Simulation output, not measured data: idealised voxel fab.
Process module name: voxel self aligned contacts
FYI the section here is cut, 270 nm wide, cells are 5 nm squares.
A cross-section is written here as square cells arranged in a grid, and it is given in bands from the top down, each band taking up one or more rows of cells. The entry gives the band's vertical extent as a top height and a bottom height in nm, then its horizontal make-up as materials from left to right, each with a width in nm. "blank" stands for empty space; a single material marked "full width" fills the band edge to edge. Where do heights start? At 0: under that level the wafer as delivered is made of one material only. And the lowest band has no floor; it just carries on downward, as in "0 down". A two-number width, for instance "30 to 40", indicates that the width is equal to the first number in the top row of the band and to the second number in the bottom row, and that it changes by a constant amount per row of cells. What does "no modifications" mean for a step? It means no cell of the cross-section changed in that step. Under "Voids, enclosed" you'll find the enclosed gaps, the ones with no way out to the top, that are 8 cells or bigger; each reads width x height at distance, with distance counted from the left edge, everything in nm. Step line, after settings: the simulator's comment on this step. When a step includes a mask, the "overlay nm" setting on its line states how far to the right of its planned place that mask lay, and negative values state how far to the left.

-- Planned step list for the process
1: RECEIVE, material Si
2: CONFORMAL_DEP, material SiO2, thk nm 5
3: DIRECTIONAL_DEP, material polySi, thk nm 20
4: DIRECTIONAL_DEP, material SiN, thk nm 20
5: DIRECTIONAL_DEP, material aC, thk nm 15
6: PATTERN, tone cover, mask id GATE, material resist, width nm 25, pitch nm 65, thk nm 30, overlay nm 0
7: DIRECTIONAL_ETCH, etch materials aC, depth nm 15
8: STRIP, etch materials resist
9: DIRECTIONAL_ETCH, etch materials SiN, depth nm 20
10: DIRECTIONAL_ETCH, etch materials polySi, depth nm 20
11: STRIP, etch materials aC
12: CONFORMAL_DEP, material SiN, thk nm 10
13: DIRECTIONAL_ETCH, etch materials SiN, depth nm 10
14: FILL_DEP, material SiO2, thk nm 15
15: CMP, height nm 55
16: MASKED_ETCH, tone open, mask id CONTACT, width nm 50, pitch nm 65, etch materials SiO2, depth nm 55, overlay nm 0
17: CONFORMAL_DEP, material TiN, thk nm 5
18: FILL_DEP, material W, thk nm 5
19: CMP, height nm 55
20: CONFORMAL_DEP, material SiCN, thk nm 5

-- Step 1 complete: cross-section of the wafer as received
	0 down | Si full width
	Voids, enclosed: none

-- The first of the two wafers as seen in cross-section once the module was finished; processing followed the plan
	60 to 55 | SiCN full width
	55 to 45 | 75 nm SiO2, then 5 to 20 nm TiN, then 40 to 10 nm W, then 5 to 20 nm TiN, then 15 nm SiO2, then 5 to 20 nm TiN, then 40 to 10 nm W, then 5 to 20 nm TiN, then 80 nm SiO2
	45 to 25 | 45 nm SiO2, then 45 nm SiN, then 5 nm TiN, then 10 nm W, then 5 nm TiN, then 45 nm SiN, then 5 nm TiN, then 10 nm W, then 5 nm TiN, then 45 nm SiN, then 50 nm SiO2
	25 to 5 | 45 nm SiO2, then 10 nm SiN, then 25 nm polySi, then 10 nm SiN, then 5 nm TiN, then 10 nm W, then 5 nm TiN, then 10 nm SiN, then 25 nm polySi, then 10 nm SiN, then 5 nm TiN, then 10 nm W, then 5 nm TiN, then 10 nm SiN, then 25 nm polySi, then 10 nm SiN, then 50 nm SiO2
	5 to 0 | 90 nm SiO2, then 20 nm TiN, then 45 nm SiO2, then 20 nm TiN, then 95 nm SiO2
	0 down | Si full width
	Voids, enclosed: none

-- Second of two wafers, module complete, sectioned: it shares the first wafer's start and plan but was run with one mistake
	60 to 55 | SiCN full width
	55 to 45 | 65 nm SiO2, then 5 to 30 nm TiN, then 40 to 10 nm W, then 5 to 10 nm TiN, then 15 nm SiO2, then 5 to 30 nm TiN, then 40 to 10 nm W, then 5 to 10 nm TiN, then 90 nm SiO2
	45 to 25 | 45 nm SiO2, then 45 nm SiN, then 5 nm TiN, then 10 nm W, then 5 nm TiN, then 45 nm SiN, then 5 nm TiN, then 10 nm W, then 5 nm TiN, then 45 nm SiN, then 50 nm SiO2
	25 to 5 | 45 nm SiO2, then 10 nm SiN, then 25 nm polySi, then 10 nm SiN, then 5 nm TiN, then 10 nm W, then 5 nm TiN, then 10 nm SiN, then 25 nm polySi, then 10 nm SiN, then 5 nm TiN, then 10 nm W, then 5 nm TiN, then 10 nm SiN, then 25 nm polySi, then 10 nm SiN, then 50 nm SiO2
	5 to 0 | 90 nm SiO2, then 20 nm TiN, then 45 nm SiO2, then 20 nm TiN, then 95 nm SiO2
	0 down | Si full width
	Voids, enclosed: none
Here's what went sideways: contrary to plan, step 16 was performed as MASKED_ETCH, tone open, mask id CONTACT, width nm 50, pitch nm 65, etch materials SiO2, depth nm 55, overlay nm -10
Final wafers compared: equal cell tally per material, rearranged layout.
